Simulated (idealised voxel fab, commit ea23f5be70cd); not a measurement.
Process module under the name voxel tone inversion
Xsec cut, 205 nm wide, square cell size 5 nm.
The cross-sections in this document take the form of a grid made of square cells. They are written out as bands, in order from top to bottom. Each band consists of one or more rows of cells. Top height, bottom height, nm. Materials left to right, width each, nm. Single material + "edge to edge" = fills band edge to edge. "blank" = empty. The level at which height equals 0 is the one under which the wafer, as it arrives, is entirely one material. No lower edge exists for the bottom band, which continues downward and is notated as in "0 down". When a width is written as two numbers, as in "30 to 40", the first number is the width in the top row of cells of the band and the second is the width in its bottom row, and the width changes by the same amount from each row to the next. Basically "nothing was modified" means that step didn't change any cell in the cross-section. In "Closed cavity list" the enclosed voids are listed, meaning empty spaces of 8 cells or larger without any opening to the top. The form is width x height at distance, distance from the left edge, units nm. On a step's line, text after the settings is the simulator commenting on that step. Steps that use a mask can have "overlay nm" on their line. It says how far the mask sat to the right of where it was meant to be. Negative means to the left.

Process steps (planned)
- 1: RECEIVE | material Si
- 2: CONFORMAL_DEP | material SiCN | thk nm 5
- 3: DIRECTIONAL_DEP | material aC | thk nm 25
- 4: PATTERN | tone cover | mask id POSTS | material resist | width nm 25 | pitch nm 40 | thk nm 35 | overlay nm 0
- 5: DIRECTIONAL_ETCH | etch materials aC | depth nm 25
- 6: STRIP | etch materials resist
- 7: FILL_DEP | material lowk | thk nm 10
- 8: CMP | height nm 30
- 9: STRIP | etch materials aC
- 10: CONFORMAL_DEP | material TiN | thk nm 5
- 11: FILL_DEP | material Cu | thk nm 5
- 12: CMP | height nm 30
- 13: CONFORMAL_DEP | material SiN | thk nm 5

Cross-section of the incoming wafer, state after step 1
    0 down  Si edge to edge
    Closed cavity list: none

Below is the wafer in cross-section after the module was completed. It began from the starting point shown above and followed the plan shown above, except that one mistake was made while running it
    35 to 30  SiN edge to edge
    30 to 10  lowk=20; TiN=5; Cu=15; TiN=5; lowk=15; TiN=5; Cu=15; TiN=5; lowk=15; TiN=5; Cu=15; TiN=5; lowk=15; TiN=5; Cu=15; TiN=5; lowk=40
    10 to 5  lowk=20; TiN=25; lowk=15; TiN=25; lowk=15; TiN=25; lowk=15; TiN=25; lowk=40
    5 to 0  SiCN edge to edge
    0 down  Si edge to edge
    Closed cavity list: none
Which mistake was made when the wafer was run? step 4 did not happen as planned, as run it was PATTERN | tone cover | mask id POSTS | material resist | width nm 25 | pitch nm 40 | thk nm 35 | overlay nm -10
